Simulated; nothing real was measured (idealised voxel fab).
process module | voxel self aligned contacts
cross-section cut | 265 nm wide | cells 5 nm
A cross-section is a grid of square cells, given in bands from the top down. A band is one or more rows of cells.
Each band's line starts with the height of the band's top and of its bottom, in nm. Then come its materials from left to right, each with its width in nm. One material with "throughout" fills the band from edge to edge. "air" is empty space.
Height 0 is the level under which the wafer as received is all one material. The lowest band goes on downwards, as in "0 down".
A width such as "30 to 40" changes by the same amount from each row of cells to the next, from the band's top row to its bottom row.
"no change" after a step means that no cell of the cross-section changed.
closed voids: empty space of 8 cells or more with no open way to the top, each as width x height at its distance from the left edge, in nm
after a step's settings: what the simulator itself notes on the step
overlay nm, on a step with a mask: how far to the right of its planned place the mask lay; to the left if negative
plan
1 op RECEIVE | material Si
2 op OXIDIZE | depth nm 5
3 op DIRECTIONAL_DEP | material polySi | thk nm 30
4 op DIRECTIONAL_DEP | material SiN | thk nm 20
5 op PATTERN | tone cover | mask id GATE | material resist | width nm 30 | pitch nm 65 | thk nm 20 | overlay nm 0
6 op DIRECTIONAL_ETCH | etch materials SiN | depth nm 20
7 op DIRECTIONAL_ETCH | etch materials polySi | depth nm 30
8 op STRIP | etch materials resist
9 op CONFORMAL_DEP | material SiN | thk nm 10
10 op DIRECTIONAL_ETCH | etch materials SiN | depth nm 10
11 op FILL_DEP | material SiO2 | thk nm 15
12 op CMP | height nm 55
13 op DIRECTIONAL_DEP | material aC | thk nm 15
14 op PATTERN | tone open | mask id CONTACT | material resist | width nm 45 | thk nm 30 | overlay nm 0
15 op DIRECTIONAL_ETCH | etch materials aC | depth nm 15
16 op STRIP | etch materials resist
17 op DIRECTIONAL_ETCH | etch materials SiO2 | depth nm 60
18 op STRIP | etch materials aC
19 op CONFORMAL_DEP | material TiN | thk nm 5
20 op FILL_DEP | material Ru | thk nm 10
21 op CMP | height nm 55
22 op CONFORMAL_DEP | material SiN | thk nm 5
varied across the wafers: depth nm of step 2. The plan shows the first wafer's value. All wafers start alike
first wafer as received, after step 1
  0 down: Si throughout
  closed voids: none
each wafer at the end: cells of each material gained (+) or lost (-) since it was received, then its closed voids
depth nm 5 | +11 Ru | -53 Si | +181 SiN | +394 SiO2 | +31 TiN | +72 polySi | closed voids: none
depth nm 10 | +11 Ru | -106 Si | +181 SiN | +447 SiO2 | +31 TiN | +72 polySi | closed voids: none
depth nm 15 | +11 Ru | -159 Si | +181 SiN | +500 SiO2 | +31 TiN | +72 polySi | closed voids: none
depth nm 20 | +11 Ru | -212 Si | +181 SiN | +553 SiO2 | +31 TiN | +72 polySi | closed voids: none
